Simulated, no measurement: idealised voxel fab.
Process module heading - voxel capacitor over wiring
Xsec cut, 235 nm wide, square cell size 5 nm.
For the purposes of this document, a cross-section shall be understood as a grid of square cells, specified as bands listed in top-to-bottom order, each band consisting of one or more rows of cells. This entry defines a band. It first specifies the height of the band's top and the height of its bottom in nm, and then specifies the band's materials from left to right, stating each material with its width in nm. The word "throughout" identifies a single material that fills the band from edge to edge, while the word "blank" identifies empty space. Counting heights begins at 0, where everything beneath is, in the wafer as received, one material. The lowest band has no bottom; it goes on downwards, as "0 -> down" shows. A width given as "30 to 40" starts at the first number in the band's top row and ends at the second number in its bottom row, shifting by an equal amount at every step from row to row. The cross-section has no changed cell in any step marked "nothing was modified". Closed-off voids of 8+ cells (no open route to the top) go in "Entrapped voids", written width x height at distance from the left edge, in nm. after a step's settings: what the simulator itself notes on the step. The optional step-line setting "overlay nm" applies to steps with a mask and quantifies how far to the right of its planned location the mask lay, a negative value indicating leftward placement.
[Process steps (planned)]
1. RECEIVE [material Si]
2. CONFORMAL_DEP [material SiO2] [thk nm 10]
3. DIRECTIONAL_DEP [material TiN] [thk nm 5]
4. DIRECTIONAL_DEP [material Ru] [thk nm 25]
5. DIRECTIONAL_DEP [material aC] [thk nm 10]
6. PATTERN [tone cover] [mask id METAL_1] [material resist] [width nm 30] [pitch nm 80] [thk nm 25] [overlay nm 0]
7. DIRECTIONAL_ETCH [etch materials aC] [depth nm 10]
8. STRIP [etch materials resist]
9. DIRECTIONAL_ETCH [etch materials Ru] [depth nm 25]
10. DIRECTIONAL_ETCH [etch materials TiN] [depth nm 5]
11. STRIP [etch materials aC]
12. CONFORMAL_DEP [material SiCN] [thk nm 5]
13. FILL_DEP [material lowk] [thk nm 10]
14. CMP [height nm 40]
15. CONFORMAL_DEP [material SiCN] [thk nm 5]
16. DIRECTIONAL_DEP [material lowk] [thk nm 10]
17. MASKED_ETCH [tone open] [mask id PLUG_1] [width nm 15] [etch materials lowk] [depth nm 10] [overlay nm 0]
18. MASKED_ETCH [tone open] [mask id PLUG_1] [width nm 15] [etch materials SiCN] [depth nm 5] [overlay nm 0]
19. CONFORMAL_DEP [material TiN] [thk nm 5]
20. FILL_DEP [material Cu] [thk nm 10]
21. CMP [height nm 55]
22. DIRECTIONAL_DEP [material TiN] [thk nm 10]
23. DIRECTIONAL_DEP [material Al2O3] [thk nm 5]
24. DIRECTIONAL_DEP [material TiN] [thk nm 5]
25. PATTERN [tone cover] [mask id UPPER_PLATE] [material resist] [width nm 55] [thk nm 15] [overlay nm 0]
26. DIRECTIONAL_ETCH [etch materials TiN] [depth nm 5]
27. DIRECTIONAL_ETCH [etch materials Al2O3] [depth nm 5]
28. STRIP [etch materials resist]
29. MASKED_ETCH [tone cover] [mask id LOWER_PLATE] [width nm 65] [etch materials TiN] [depth nm 10] [overlay nm 0]
30. FILL_DEP [material SiO2] [thk nm 15]
31. CMP [height nm 85]
32. PATTERN [tone open] [mask id PLUG_2] [material resist] [width nm 15] [thk nm 20] [overlay nm 0]
33. DIRECTIONAL_ETCH [etch materials SiO2] [depth nm 10]
34. STRIP [etch materials resist]
35. CONFORMAL_DEP [material TiN] [thk nm 5]
36. FILL_DEP [material Cu] [thk nm 10]
37. CMP [height nm 85]
38. CONFORMAL_DEP [material SiN] [thk nm 5]
[This is the cross-section of the wafer as we received it, i.e. after step 1]
* 0 -> down = Si throughout
* Entrapped voids: none
[Cross-sectional image of the first of two wafers at the end of the module, the run having proceeded as planned]
* 90 -> 85 = SiN throughout
* 85 -> 80 = 85 SiO2, 5 TiN, 5 Cu, 5 TiN, 135 SiO2
* 80 -> 70 = 85 to 75 SiO2, 15 to 55 TiN, 135 to 105 SiO2
* 70 -> 65 = 75 SiO2, 55 Al2O3, 105 SiO2
* 65 -> 55 = 70 SiO2, 65 TiN, 100 SiO2
* 55 -> 45 = 75 lowk, 5 TiN, 5 Cu, 5 TiN, 145 lowk
* 45 -> 40 = 75 SiCN, 15 TiN, 145 SiCN
* 40 -> 15 = 55 lowk, 5 SiCN, 30 Ru, 5 SiCN, 40 lowk, 5 SiCN, 30 Ru, 5 SiCN, 60 lowk
* 15 -> 10 = 60 SiCN, 30 TiN, 50 SiCN, 30 TiN, 65 SiCN
* 10 -> 0 = SiO2 throughout
* 0 -> down = Si throughout
* Entrapped voids: none
[Module end: cross-section of wafer two of two. Same start and process plan as the first wafer. One mistake during execution]
* 90 -> 85 = SiN throughout
* 85 -> 80 = 85 SiO2, 5 TiN, 5 Cu, 5 TiN, 135 SiO2
* 80 -> 70 = 85 to 75 SiO2, 15 to 55 TiN, 135 to 105 SiO2
* 70 -> 65 = 75 SiO2, 55 Al2O3, 105 SiO2
* 65 -> 55 = 70 SiO2, 65 TiN, 100 SiO2
* 55 -> 45 = TiN throughout
* 45 -> 40 = SiCN throughout
* 40 -> 15 = 55 lowk, 5 SiCN, 30 Ru, 5 SiCN, 40 lowk, 5 SiCN, 30 Ru, 5 SiCN, 60 lowk
* 15 -> 10 = 60 SiCN, 30 TiN, 50 SiCN, 30 TiN, 65 SiCN
* 10 -> 0 = SiO2 throughout
* 0 -> down = Si throughout
* Entrapped voids: none
Nonconformance to the process plan: step 16 went in with a setting other than planned; the actual run was DIRECTIONAL_DEP [material TiN] [thk nm 10]
End of process, cell counts, second wafer against first, materials with more or fewer: Cu -2, SiCN +3, TiN +87, lowk -88
